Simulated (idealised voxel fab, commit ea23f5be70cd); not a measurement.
A process module follows: voxel released beams.
Cross-section cut: width 255 nm, square cells of 5 nm.
Cross-section layout: square cells on a grid; listed as bands, top to bottom; a band spans one or more cell rows. Band: top and bottom heights (nm) first, top before bottom; then materials from left to right, widths in nm. "everywhere" marks a sole material filling the band edge to edge. "empty" denotes empty space. Heads up on the height convention: 0 is the point under which the incoming wafer is all one material, and the lowest band has no bottom, it just keeps going down, like "z 0 and below". Per-row width for "30->40": begins at first number (top row of band), ends at second number (bottom row), increment between rows held constant. Given "no change occurred" for a step, no cell of the cross-section differs between before and after that step. Each empty space that has no open way to the top and spans at least 8 cells appears under "Enclosed void catalog" as width x height at distance, the distance counted from the left edge, all in nm. Post-settings text on a step line: simulator's own remark regarding the step. "overlay nm" denotes, for a step that has a mask, the displacement of the mask to the right of its planned place, with negative values corresponding to the left.
**Planned step list for the process**
1,RECEIVE,material Si
2,CONFORMAL_DEP,material Al2O3,thk nm 10
3,DIRECTIONAL_DEP,material SiO2,thk nm 15
4,PATTERN,tone open,mask id ANCHOR,material resist,width nm 25,thk nm 15,overlay nm 0
5,DIRECTIONAL_ETCH,etch materials SiO2,depth nm 15
6,STRIP,etch materials resist
7,CONFORMAL_DEP,material polySi,thk nm 10
8,PATTERN,tone cover,mask id BEAM,material resist,width nm 120,thk nm 15,overlay nm 0
9,DIRECTIONAL_ETCH,etch materials polySi,depth nm 10
10,STRIP,etch materials resist
11,STRIP,etch materials SiO2
What sets these wafers apart? The width nm at step 4. They all start alike, and the plan carries the first wafer's value.
**This is how the first of several wafers looked in cross-section when it arrived, which is after step 1**
z 0 and below | Si everywhere
Enclosed void catalog: none
**First of several wafers: cross-section at the end of the module, after step 11, its last step**
z 35 to 25 | empty 65 nm; polySi 20 nm; empty 5 nm; polySi 95 nm; empty 70 nm
z 25 to 20 | empty 75 nm; polySi 10 nm; empty 5 nm; polySi 10 nm; empty 155 nm
z 20 to 10 | empty 75 nm; polySi 25 nm; empty 155 nm
z 10 to 0 | Al2O3 everywhere
z 0 and below | Si everywhere
Enclosed void catalog: none
**Final wafer cross-section at module end**
z 35 to 25 | empty 65 nm; polySi 10 nm; empty 30 nm; polySi 80 nm; empty 70 nm
z 25 to 20 | empty 65 nm; polySi 10 nm; empty 30 nm; polySi 10 nm; empty 140 nm
z 20 to 10 | empty 65 nm; polySi 50 nm; empty 140 nm
z 10 to 0 | Al2O3 everywhere
z 0 and below | Si everywhere
Enclosed void catalog: none
**Table: wafers, a row each; end-of-module cell change per material since receipt, gain (+), loss (-); then closed voids**
width nm 25 | +102 Al2O3 | +60 polySi | Enclosed void catalog: none
width nm 30 | +102 Al2O3 | +60 polySi | Enclosed void catalog: none
width nm 35 | +102 Al2O3 | +60 polySi | Enclosed void catalog: none
width nm 40 | +102 Al2O3 | +60 polySi | Enclosed void catalog: none
width nm 45 | +102 Al2O3 | +60 polySi | Enclosed void catalog: none
width nm 50 | +102 Al2O3 | +60 polySi | Enclosed void catalog: none
